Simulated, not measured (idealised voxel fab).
Presented below is a process module, voxel self aligned contacts.
We display cut, a cross-section 300 nm in width whose square cells are each 5 nm.
Notation: cross-section as square-cell grid; stated in bands, top first, going down; one or more cell rows per band. The band entry comprises the height of the band's top followed by the height of its bottom, expressed in nm, and subsequently the band's materials from left to right, each stated together with its width in nm. Where a single material is marked with the word "all across", that material fills the band from edge to edge. The word "air" represents empty space. Heights are expressed relative to 0, this being the level below which the as-received wafer comprises one material exclusively. The lowest band is unbounded in the downward direction and is denoted as in "top 0, no bottom". Width: "30..40" (first number = top row, second number = bottom row, same change from row to row of cells). Where a step carries "no alterations made", the cross-section came out of it unchanged, cell for cell. For the entry "Sealed void listing", the listed items are empty spaces with no open way to the top whose size is 8 cells or more; each item follows the pattern width x height at distance, where distance is from the left edge and all three are in nm. Past the settings on a step's line: simulator remark, on that step. The "overlay nm" setting may appear on a step's line; for a step that uses a mask, it gives how far to the right of its planned position the mask lay, and a negative value indicates the left.

Below is the list of planned process steps
1) RECEIVE | material Si
2) OXIDIZE | depth nm 5
3) DIRECTIONAL_DEP | material polySi | thk nm 30
4) DIRECTIONAL_DEP | material SiN | thk nm 20
5) DIRECTIONAL_DEP | material aC | thk nm 15
6) PATTERN | tone cover | mask id GATE | material resist | width nm 35 | pitch nm 80 | thk nm 35 | overlay nm 0
7) DIRECTIONAL_ETCH | etch materials aC | depth nm 15
8) STRIP | etch materials resist
9) DIRECTIONAL_ETCH | etch materials SiN | depth nm 20
10) DIRECTIONAL_ETCH | etch materials polySi | depth nm 30
11) STRIP | etch materials aC
12) CONFORMAL_DEP | material SiN | thk nm 10
13) DIRECTIONAL_ETCH | etch materials SiN | depth nm 10
14) FILL_DEP | material SiO2 | thk nm 20
15) CMP | height nm 60
16) PATTERN | tone open | mask id CONTACT | material resist | width nm 65 | thk nm 15 | overlay nm 0
17) DIRECTIONAL_ETCH | etch materials SiO2 | depth nm 65
18) STRIP | etch materials resist
19) CONFORMAL_DEP | material TiN | thk nm 5
20) FILL_DEP | material W | thk nm 5
21) CMP | height nm 60
22) CONFORMAL_DEP | material SiN | thk nm 5

The first wafer of two, processed as planned

Wafer as received: cross-section following step 1
	top 0, no bottom  Si all across
	Sealed void listing: none

State of the wafer after step 2, shown in cross-section
	top 0, bottom -5  SiO2 all across
	Note: structure below -5 unchanged.

State of the wafer after step 3, shown in cross-section
	top 30, bottom 0  polySi all across
	Note: structure below 0 unchanged.

State of the wafer after step 4, shown in cross-section
	top 50, bottom 30  SiN all across
	Note: structure below 30 unchanged.

State of the wafer after step 5, shown in cross-section
	top 65, bottom 50  aC all across
	Note: structure below 50 unchanged.

State of the wafer after step 6, shown in cross-section
	top 100, bottom 65  air: 90, then resist: 35, then air: 45, then resist: 35, then air: 95
	Note: structure below 65 unchanged.

State of the wafer after step 7, shown in cross-section
	top 85, bottom 65  air: 90, then resist: 35, then air: 45, then resist: 35, then air: 95
	top 65, bottom 50  air: 90, then aC: 35, then air: 45, then aC: 35, then air: 95
	Note: structure below 50 unchanged.

State of the wafer after step 8, shown in cross-section
	top 65, bottom 50  air: 90, then aC: 35, then air: 45, then aC: 35, then air: 95
	Note: structure below 50 unchanged.

State of the wafer after step 9, shown in cross-section
	top 65, bottom 50  air: 90, then aC: 35, then air: 45, then aC: 35, then air: 95
	top 50, bottom 30  air: 90, then SiN: 35, then air: 45, then SiN: 35, then air: 95
	Note: structure below 30 unchanged.

State of the wafer after step 10, shown in cross-section
	top 65, bottom 50  air: 90, then aC: 35, then air: 45, then aC: 35, then air: 95
	top 50, bottom 30  air: 90, then SiN: 35, then air: 45, then SiN: 35, then air: 95
	top 30, bottom 0  air: 90, then polySi: 35, then air: 45, then polySi: 35, then air: 95
	Note: structure below 0 unchanged.

State of the wafer after step 11, shown in cross-section
	top 50, bottom 30  air: 90, then SiN: 35, then air: 45, then SiN: 35, then air: 95
	Note: structure below 30 unchanged.

State of the wafer after step 12, shown in cross-section
	top 60, bottom 30  air: 80, then SiN: 55, then air: 25, then SiN: 55, then air: 85
	top 30, bottom 10  air: 80, then SiN: 10, then polySi: 35, then SiN: 10, then air: 25, then SiN: 10, then polySi: 35, then SiN: 10, then air: 85
	top 10, bottom 0  SiN: 90, then polySi: 35, then SiN: 45, then polySi: 35, then SiN: 95
	Note: structure below 0 unchanged.

State of the wafer after step 13, shown in cross-section
	top 50, bottom 30  air: 80, then SiN: 55, then air: 25, then SiN: 55, then air: 85
	top 30, bottom 0  air: 80, then SiN: 10, then polySi: 35, then SiN: 10, then air: 25, then SiN: 10, then polySi: 35, then SiN: 10, then air: 85
	Note: structure below 0 unchanged.

State of the wafer after step 14, shown in cross-section
	top 70, bottom 50  SiO2 all across
	top 50, bottom 30  SiO2: 80, then SiN: 55, then SiO2: 25, then SiN: 55, then SiO2: 85
	top 30, bottom 0  SiO2: 80, then SiN: 10, then polySi: 35, then SiN: 10, then SiO2: 25, then SiN: 10, then polySi: 35, then SiN: 10, then SiO2: 85
	Note: structure below 0 unchanged.

State of the wafer after step 15, shown in cross-section
	top 60, bottom 50  SiO2 all across
	Note: structure below 50 unchanged.

State of the wafer after step 16, shown in cross-section
	top 75, bottom 60  resist: 115, then air: 65, then resist: 120
	Note: structure below 60 unchanged.

State of the wafer after step 17, shown in cross-section
	top 75, bottom 60  resist: 115, then air: 65, then resist: 120
	top 60, bottom 50  SiO2: 115, then air: 65, then SiO2: 120
	top 50, bottom 30  SiO2: 80, then SiN: 55, then air: 25, then SiN: 55, then SiO2: 85
	top 30, bottom 0  SiO2: 80, then SiN: 10, then polySi: 35, then SiN: 10, then air: 25, then SiN: 10, then polySi: 35, then SiN: 10, then SiO2: 85
	top 0, bottom -5  SiO2: 135, then air: 25, then SiO2: 140
	Note: structure below -5 unchanged.

State of the wafer after step 18, shown in cross-section
	top 60, bottom 50  SiO2: 115, then air: 65, then SiO2: 120
	Note: structure below 50 unchanged.

State of the wafer after step 19, shown in cross-section
	top 65, bottom 60  TiN: 120, then air: 55, then TiN: 125
	top 60, bottom 50  SiO2: 115, then TiN: 5..25, then air: 55..15, then TiN: 5..25, then SiO2: 120
	top 50, bottom 30  SiO2: 80, then SiN: 55, then TiN: 5, then air: 15, then TiN: 5, then SiN: 55, then SiO2: 85
	top 30, bottom 0  SiO2: 80, then SiN: 10, then polySi: 35, then SiN: 10, then TiN: 5, then air: 15, then TiN: 5, then SiN: 10, then polySi: 35, then SiN: 10, then SiO2: 85
	top 0, bottom -5  SiO2: 135, then TiN: 25, then SiO2: 140
	Note: structure below -5 unchanged.

State of the wafer after step 20, shown in cross-section
	top 70, bottom 65  W all across
	top 65, bottom 60  TiN: 120, then W: 55, then TiN: 125
	top 60, bottom 50  SiO2: 115, then TiN: 5..25, then W: 55..15, then TiN: 5..25, then SiO2: 120
	top 50, bottom 30  SiO2: 80, then SiN: 55, then TiN: 5, then W: 15, then TiN: 5, then SiN: 55, then SiO2: 85
	top 30, bottom 0  SiO2: 80, then SiN: 10, then polySi: 35, then SiN: 10, then TiN: 5, then W: 15, then TiN: 5, then SiN: 10, then polySi: 35, then SiN: 10, then SiO2: 85
	Note: structure below 0 unchanged.

State of the wafer after step 21, shown in cross-section
	top 60, bottom 50  SiO2: 115, then TiN: 5..25, then W: 55..15, then TiN: 5..25, then SiO2: 120
	Note: structure below 50 unchanged.

State of the wafer after step 22, shown in cross-section
	top 65, bottom 60  SiN all across
	Note: structure below 60 unchanged.

Second wafer: same start and same plan as the first, one execution error; identical to the first through step 20

Cross-section, second wafer, at the end time the plan gives for step 21
	top 55, bottom 50  SiO2: 115, then TiN: 25, then W: 15, then TiN: 25, then SiO2: 120
	Note: structure below 50 unchanged.

Cross-section, second wafer, at the end time the plan gives for step 22
	top 60, bottom 55  SiN all across
	Note: structure below 55 unchanged.
Short version of what went wrong: it should be noted that step 21 was executed with settings other than those planned, the operation and settings actually applied being CMP | height nm 55
Final difference in cells, second wafer against first, listed per material as more or fewer: SiO2 -47; TiN -2; W -11
